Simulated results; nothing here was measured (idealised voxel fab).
The process module that follows is named voxel gate over fins.
Pictured: cross-section cut, 210 nm wide, on a grid of 5 nm square cells.
Cross-section spec: square-cell grid; bands listed top down; each band is one or more rows. Band entry format. Leading values: height of top, height of bottom, nm. Remainder: materials in left-to-right order, each with its width in nm. Special words: "throughout" on a single material, which then fills the band edge to edge; "air", empty space. Heights are expressed relative to 0, this being the level below which the as-received wafer comprises one material exclusively. The lowest band is unbounded in the downward direction and is denoted as in "z 0 and below". A width such as "30..40" changes by the same amount from each row of cells to the next, from the band's top row to its bottom row. The designation "nothing got changed", where it is given for a processing step, indicates that no cell of the cross-section was altered in the course of that step. If an empty space has no open way to the top and is at least 8 cells in size, "Closed void roster" lists it, written width x height at distance, where distance is measured from the left edge and every value is in nm. Read whatever lies past the settings on a step's line as the simulator's own remark about the step. overlay nm: step with mask; distance mask lay right of planned place; negative value = left of planned place.

Set out below are the planned steps of the process:
1,RECEIVE with material Si
2,CONFORMAL_DEP with material SiN, thk nm 10
3,MASKED_ETCH with tone cover, mask id FINS, width nm 15, pitch nm 40, etch materials SiN, depth nm 10, overlay nm 0
4,MASKED_ETCH with tone cover, mask id FINS, width nm 15, pitch nm 40, etch materials Si, depth nm 35, overlay nm 0
5,OXIDIZE with depth nm 5
6,FILL_DEP with material SiO2, thk nm 15
7,CMP with height nm 0
8,SELECTIVE_ETCH with etch materials SiO2, depth nm 20
9,STRIP with etch materials SiN
10,CONFORMAL_DEP with material HfO2, thk nm 5
11,CONFORMAL_DEP with material TiN, thk nm 5
12,FILL_DEP with material W, thk nm 15
13,CMP with height nm 20
14,CONFORMAL_DEP with material SiN, thk nm 5
What sets these wafers apart? The height nm at step 7. They all start alike, and the plan carries the first wafer's value.

Cross-section of the first of several wafers on receipt, reflecting completion of step 1:
z 0 and below = Si throughout
Closed void roster: none

Here is the cross-section of the first of several wafers at the end of the module, after its last step, step 14:
z 25 to 20 = SiN throughout
z 20 to 10 = W throughout
z 10 to 5 = W=70, then TiN=25, then W=15, then TiN=25, then W=75
z 5 to 0 = W=70, then TiN=5, then HfO2=15, then TiN=5, then W=15, then TiN=5, then HfO2=15, then TiN=5, then W=75
z 0 to -10 = W=70, then TiN=5, then HfO2=5, then Si=5, then HfO2=5, then TiN=5, then W=15, then TiN=5, then HfO2=5, then Si=5, then HfO2=5, then TiN=5, then W=75
z -10 to -15 = TiN=75, then HfO2=5, then Si=5, then HfO2=5, then TiN=25, then HfO2=5, then Si=5, then HfO2=5, then TiN=80
z -15 to -20 = HfO2=80, then Si=5, then HfO2=35, then Si=5, then HfO2=85
z -20 to -40 = SiO2=80, then Si=5, then SiO2=35, then Si=5, then SiO2=85
z -40 and below = Si throughout
Closed void roster: none

Last wafer, end of module, cross-section:
z 25 to 20 = SiN throughout
z 20 to 15 = W throughout
z 15 to 10 = TiN throughout
z 10 to 5 = HfO2=80, then TiN=5, then HfO2=35, then TiN=5, then HfO2=85
z 5 to 0 = SiO2=75, then HfO2=15, then SiO2=25, then HfO2=15, then SiO2=80
z 0 to -40 = SiO2=80, then Si=5, then SiO2=35, then Si=5, then SiO2=85
z -40 and below = Si throughout
Closed void roster: none

Per wafer (row), end of module: delta in cells per material since receipt, (+) for gained, (-) for lost; closed voids after that:
height nm 0; +58 HfO2; -320 Si; +42 SiN; +160 SiO2; +58 TiN; +212 W; Closed void roster: none
height nm 5; +54 HfO2; -320 Si; +42 SiN; +200 SiO2; +54 TiN; +180 W; Closed void roster: none
height nm 10; +50 HfO2; -320 Si; +42 SiN; +240 SiO2; +50 TiN; +148 W; Closed void roster: none
height nm 15; +46 HfO2; -320 Si; +42 SiN; +280 SiO2; +46 TiN; +116 W; Closed void roster: none
height nm 20; +42 HfO2; -320 Si; +42 SiN; +320 SiO2; +42 TiN; +84 W; Closed void roster: none
height nm 25; +46 HfO2; -320 Si; +42 SiN; +356 SiO2; +44 TiN; +42 W; Closed void roster: none
